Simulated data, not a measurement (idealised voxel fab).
Documented hereafter: the process module known as voxel wiring stack.
Shown is cross-section cut, with a width of 220 nm and square cells of size 5 nm.
Format of a cross-section: grid, square cells. Given as bands. Order: top down. Band: one or more rows of cells.
Read a band's entry like this: the first values are the height of its top and the height of its bottom in nm, and what follows is the sequence of materials from left to right, each with its width in nm. Note that "air" is empty space, and that a single material marked "full width" reaches across the band from edge to edge.
The level at which height equals 0 is the one under which the wafer, as it arrives, is entirely one material. No lower edge exists for the bottom band, which continues downward and is notated as in "0 nm and below".
The expression "30->40" gives the width at the extremes of the band, the first number at its top row of cells and the second at its bottom row, with the width changing by equal amounts from each row to the next in between.
A step reported as "stayed the same" is a step in which no cell of the cross-section changed.
The entry titled "Enclosed empty spaces" provides the empty spaces that have no open way to the top, restricted to those of 8 cells or more. Each is presented as width x height at distance, the distance being measured from the left edge, with all three in nm.
What comes after the settings on a step's line is commentary from the simulator itself on that step.
When a step includes a mask, the "overlay nm" setting on its line states how far to the right of its planned place that mask lay, and negative values state how far to the left.
-- The following list gives the planned process steps
| 1 | RECEIVE | material Si |
| 2 | CONFORMAL_DEP | material SiO2 | thk nm 15 |
| 3 | CONFORMAL_DEP | material SiN | thk nm 5 |
| 4 | DIRECTIONAL_DEP | material SiO2 | thk nm 25 |
| 5 | DIRECTIONAL_DEP | material aC | thk nm 15 |
| 6 | PATTERN | tone open | mask id METAL_1 | material resist | width nm 20 | pitch nm 45 | thk nm 35 | overlay nm 0 |
| 7 | DIRECTIONAL_ETCH | etch materials aC | depth nm 15 |
| 8 | STRIP | etch materials resist |
| 9 | DIRECTIONAL_ETCH | etch materials SiO2 | depth nm 25 |
| 10 | DIRECTIONAL_ETCH | etch materials SiN | depth nm 5 |
| 11 | STRIP | etch materials aC |
| 12 | CONFORMAL_DEP | material TiN | thk nm 5 |
| 13 | FILL_DEP | material Ru | thk nm 10 |
| 14 | CMP | height nm 45 |
| 15 | EPI | material Ru | thk nm 5 |
| 16 | FILL_DEP | material SiCN | thk nm 5 |
| 17 | DIRECTIONAL_DEP | material lowk | thk nm 10 |
| 18 | PATTERN | tone open | mask id PLUG_1 | material resist | width nm 15 | pitch nm 90 | thk nm 15 | overlay nm 0 |
| 19 | DIRECTIONAL_ETCH | etch materials lowk | depth nm 10 |
| 20 | DIRECTIONAL_ETCH | etch materials SiCN | depth nm 5 |
| 21 | STRIP | etch materials resist |
| 22 | EPI | material Ru | thk nm 10 |
| 23 | EPI | material Ru | thk nm 5 |
| 24 | DIRECTIONAL_DEP | material TiN | thk nm 5 |
| 25 | DIRECTIONAL_DEP | material Ru | thk nm 20 |
| 26 | DIRECTIONAL_DEP | material aC | thk nm 10 |
| 27 | PATTERN | tone cover | mask id METAL_2 | material resist | width nm 20 | pitch nm 45 | thk nm 30 | overlay nm 0 |
| 28 | DIRECTIONAL_ETCH | etch materials aC | depth nm 10 |
| 29 | STRIP | etch materials resist |
| 30 | DIRECTIONAL_ETCH | etch materials Ru | depth nm 20 |
| 31 | DIRECTIONAL_ETCH | etch materials TiN | depth nm 5 |
| 32 | STRIP | etch materials aC |
| 33 | CONFORMAL_DEP | material SiN | thk nm 5 |
| 34 | FILL_DEP | material lowk | thk nm 10 |
| 35 | CMP | height nm 90 |
| 36 | CONFORMAL_DEP | material SiCN | thk nm 5 |
| 37 | DIRECTIONAL_DEP | material SiO2 | thk nm 10 |
| 38 | PATTERN | tone open | mask id PLUG_2 | material resist | width nm 15 | pitch nm 90 | thk nm 20 | overlay nm 0 |
| 39 | DIRECTIONAL_ETCH | etch materials SiO2 | depth nm 10 |
| 40 | DIRECTIONAL_ETCH | etch materials SiCN | depth nm 5 |
| 41 | STRIP | etch materials resist |
| 42 | EPI | material Ru | thk nm 10 |
| 43 | EPI | material Ru | thk nm 5 |
| 44 | CONFORMAL_DEP | material SiCN | thk nm 5 |
| 45 | DIRECTIONAL_DEP | material lowk | thk nm 25 |
| 46 | MASKED_ETCH | tone open | mask id METAL_3 | width nm 20 | pitch nm 45 | etch materials lowk | depth nm 25 | overlay nm 0 |
| 47 | MASKED_ETCH | tone open | mask id METAL_3 | width nm 20 | pitch nm 45 | etch materials SiCN | depth nm 5 | overlay nm 0 |
| 48 | CONFORMAL_DEP | material TiN | thk nm 5 |
| 49 | FILL_DEP | material Ru | thk nm 5 |
| 50 | CMP | height nm 135 |
| 51 | CONFORMAL_DEP | material SiCN | thk nm 5 |
-- As received (post step 1): cross-section
* 0 nm and below: Si full width
* Enclosed empty spaces: none
-- Here's the cross-section of the first of our two wafers at the end of the module - it ran as planned
* 140 nm to 135 nm: SiCN full width
* 135 nm to 110 nm: 30 of lowk  5 of TiN  10 of Ru  5 of TiN  25 of lowk  5 of TiN  10 of Ru  5 of TiN  25 of lowk  5 of TiN  10 of Ru  5 of TiN  25 of lowk  5 of TiN  10 of Ru  5 of TiN  35 of lowk
* 110 nm to 105 nm: 30 of SiCN  20 of TiN  25 of SiCN  20 of TiN  25 of SiCN  20 of TiN  25 of SiCN  20 of TiN  35 of SiCN
* 105 nm to 95 nm: 30 of SiO2  15 of Ru  75 of SiO2  15 of Ru  85 of SiO2
* 95 nm to 90 nm: 30 of SiCN  15 of Ru  75 of SiCN  15 of Ru  85 of SiCN
* 90 nm to 70 nm: 25 of lowk  5 of SiN  20 of Ru  5 of SiN  15 of lowk  5 of SiN  20 of Ru  5 of SiN  15 of lowk  5 of SiN  20 of Ru  5 of SiN  15 of lowk  5 of SiN  20 of Ru  5 of SiN  30 of lowk
* 70 nm to 65 nm: 30 of SiN  20 of TiN  25 of SiN  20 of TiN  25 of SiN  20 of TiN  25 of SiN  20 of TiN  35 of SiN
* 65 nm to 55 nm: 30 of lowk  15 of Ru  75 of lowk  15 of Ru  85 of lowk
* 55 nm to 50 nm: 30 of SiCN  15 of Ru  75 of SiCN  15 of Ru  85 of SiCN
* 50 nm to 45 nm: 25 of SiCN  30 of Ru  15 of SiCN  30 of Ru  15 of SiCN  30 of Ru  15 of SiCN  30 of Ru  30 of SiCN
* 45 nm to 20 nm: 30 of SiO2  5 of TiN  10 of Ru  5 of TiN  25 of SiO2  5 of TiN  10 of Ru  5 of TiN  25 of SiO2  5 of TiN  10 of Ru  5 of TiN  25 of SiO2  5 of TiN  10 of Ru  5 of TiN  35 of SiO2
* 20 nm to 15 nm: 30 of SiN  20 of TiN  25 of SiN  20 of TiN  25 of SiN  20 of TiN  25 of SiN  20 of TiN  35 of SiN
* 15 nm to 0 nm: SiO2 full width
* 0 nm and below: Si full width
* Enclosed empty spaces: none
-- Cross-section, wafer two of two, end of module: same start and plan as wafer one, one error in execution
* 140 nm to 135 nm: SiCN full width
* 135 nm to 110 nm: 30 of lowk  5 of TiN  10 of Ru  5 of TiN  25 of lowk  5 of TiN  10 of Ru  5 of TiN  25 of lowk  5 of TiN  10 of Ru  5 of TiN  25 of lowk  5 of TiN  10 of Ru  5 of TiN  35 of lowk
* 110 nm to 105 nm: 30 of SiCN  20 of TiN  25 of SiCN  20 of TiN  25 of SiCN  20 of TiN  25 of SiCN  20 of TiN  35 of SiCN
* 105 nm to 95 nm: 30 of SiO2  15 of Ru  75 of SiO2  15 of Ru  85 of SiO2
* 95 nm to 90 nm: 30 of SiCN  15 of Ru  75 of SiCN  15 of Ru  85 of SiCN
* 90 nm to 70 nm: 25 of lowk  5 of SiN  20 of Ru  5 of SiN  15 of lowk  5 of SiN  20 of Ru  5 of SiN  15 of lowk  5 of SiN  20 of Ru  5 of SiN  15 of lowk  5 of SiN  20 of Ru  5 of SiN  30 of lowk
* 70 nm to 65 nm: 30 of SiN  20 of TiN  25 of SiN  20 of TiN  25 of SiN  20 of TiN  25 of SiN  20 of TiN  35 of SiN
* 65 nm to 55 nm: 40 of lowk  15 of Ru  75 of lowk  15 of Ru  75 of lowk
* 55 nm to 50 nm: 40 of SiCN  15 of Ru  75 of SiCN  15 of Ru  75 of SiCN
* 50 nm to 45 nm: 25 of SiCN  30 of Ru  15 of SiCN  30 of Ru  15 of SiCN  30 of Ru  15 of SiCN  30 of Ru  30 of SiCN
* 45 nm to 20 nm: 30 of SiO2  5 of TiN  10 of Ru  5 of TiN  25 of SiO2  5 of TiN  10 of Ru  5 of TiN  25 of SiO2  5 of TiN  10 of Ru  5 of TiN  25 of SiO2  5 of TiN  10 of Ru  5 of TiN  35 of SiO2
* 20 nm to 15 nm: 30 of SiN  20 of TiN  25 of SiN  20 of TiN  25 of SiN  20 of TiN  25 of SiN  20 of TiN  35 of SiN
* 15 nm to 0 nm: SiO2 full width
* 0 nm and below: Si full width
* Enclosed empty spaces: none
Short version of what went wrong: step 18 deviated from plan and actually ran as PATTERN | tone open | mask id PLUG_1 | material resist | width nm 15 | pitch nm 90 | thk nm 15 | overlay nm 10
By the end, you'd get the same cell count for each material on either wafer, but the second wafer puts them somewhere else.
